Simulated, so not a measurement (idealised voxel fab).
Process module under the name voxel ribs on slabs
240 nm wide, 5 nm square cells: that's cross-section cut.
Think of the cross-section as a grid of square cells. We describe it in bands, top to bottom, and each band covers one or more rows of those cells. The band entry comprises the height of the band's top followed by the height of its bottom, expressed in nm, and subsequently the band's materials from left to right, each stated together with its width in nm. Where a single material is marked with the word "edge to edge", that material fills the band from edge to edge. The word "blank" represents empty space. Heights are reckoned from 0. Under this level, the received wafer is all of one material. The bottommost band is open-ended downward, for example "0 nm and below". The two numbers in a width such as "30..40" mark its ends across the band: the first belongs to the top row of cells, the second to the bottom row, and from each row to the next the width moves by the same amount. The designation "no change occurred", where it is given for a processing step, indicates that no cell of the cross-section was altered in the course of that step. "Unvented internal voids" contains a list of empty spaces, each no smaller than 8 cells and without an open way to the top, written in the form width x height at distance with the distance from the left edge and all three in nm. Step line, after settings: the simulator's comment on this step. overlay nm: where the mask lay relative to plan, measured to the right, on steps with a mask; negatives go left.
These are the steps we planned for the process:
- 1: RECEIVE (material Si)
- 2: DIRECTIONAL_DEP (material SiO2; thk nm 30)
- 3: DIRECTIONAL_DEP (material SiN; thk nm 25)
- 4: DIRECTIONAL_DEP (material aC; thk nm 10)
- 5: PATTERN (tone cover; mask id RIB; material resist; width nm 15; thk nm 25; overlay nm 0)
- 6: DIRECTIONAL_ETCH (etch materials aC; depth nm 10)
- 7: STRIP (etch materials resist)
- 8: DIRECTIONAL_ETCH (etch materials SiN; depth nm 10)
- 9: STRIP (etch materials aC)
- 10: PATTERN (tone cover; mask id SLAB; material resist; width nm 85; thk nm 20; overlay nm 0)
- 11: DIRECTIONAL_ETCH (etch materials SiN; depth nm 15)
- 12: STRIP (etch materials resist)
- 13: FILL_DEP (material SiO2; thk nm 30)
- 14: CMP (height nm 75)
- 15: DIRECTIONAL_DEP (material W; thk nm 10)
- 16: DIRECTIONAL_DEP (material aC; thk nm 15)
- 17: PATTERN (tone cover; mask id HEATER; material resist; width nm 35; thk nm 35; overlay nm 0)
- 18: DIRECTIONAL_ETCH (etch materials aC; depth nm 15)
- 19: STRIP (etch materials resist)
- 20: DIRECTIONAL_ETCH (etch materials W; depth nm 10)
- 21: STRIP (etch materials aC)
- 22: CONFORMAL_DEP (material SiN; thk nm 10)
The plan shows the width nm of step 5 as the first wafer had it; this setting differs between the wafers, which start out alike.
After step 1, as received: first of several wafers, cross-section:
- 0 nm and below  Si edge to edge
- Unvented internal voids: none
Take a look at the first of several wafers in cross-section: the module is done, and step 22 was its last step:
- 95 nm to 85 nm  90 of blank  55 of SiN  95 of blank
- 85 nm to 75 nm  100 of SiN  35 of W  105 of SiN
- 75 nm to 55 nm  SiO2 edge to edge
- 55 nm to 45 nm  110 of SiO2  15 of SiN  115 of SiO2
- 45 nm to 30 nm  75 of SiO2  85 of SiN  80 of SiO2
- 30 nm to 0 nm  SiO2 edge to edge
- 0 nm and below  Si edge to edge
- Unvented internal voids: none
Cross-section, last wafer, module completion:
- 95 nm to 85 nm  90 of blank  55 of SiN  95 of blank
- 85 nm to 75 nm  100 of SiN  35 of W  105 of SiN
- 75 nm to 55 nm  SiO2 edge to edge
- 55 nm to 45 nm  100 of SiO2  40 of SiN  100 of SiO2
- 45 nm to 30 nm  75 of SiO2  85 of SiN  80 of SiO2
- 30 nm to 0 nm  SiO2 edge to edge
- 0 nm and below  Si edge to edge
- Unvented internal voids: none
each wafer at the end: cells of each material gained (+) or lost (-) since it was received, then its closed voids:
width nm 15 | +161 SiN | +663 SiO2 | +14 W | Unvented internal voids: none
width nm 20 | +163 SiN | +661 SiO2 | +14 W | Unvented internal voids: none
width nm 25 | +165 SiN | +659 SiO2 | +14 W | Unvented internal voids: none
width nm 30 | +167 SiN | +657 SiO2 | +14 W | Unvented internal voids: none
width nm 35 | +169 SiN | +655 SiO2 | +14 W | Unvented internal voids: none
width nm 40 | +171 SiN | +653 SiO2 | +14 W | Unvented internal voids: none
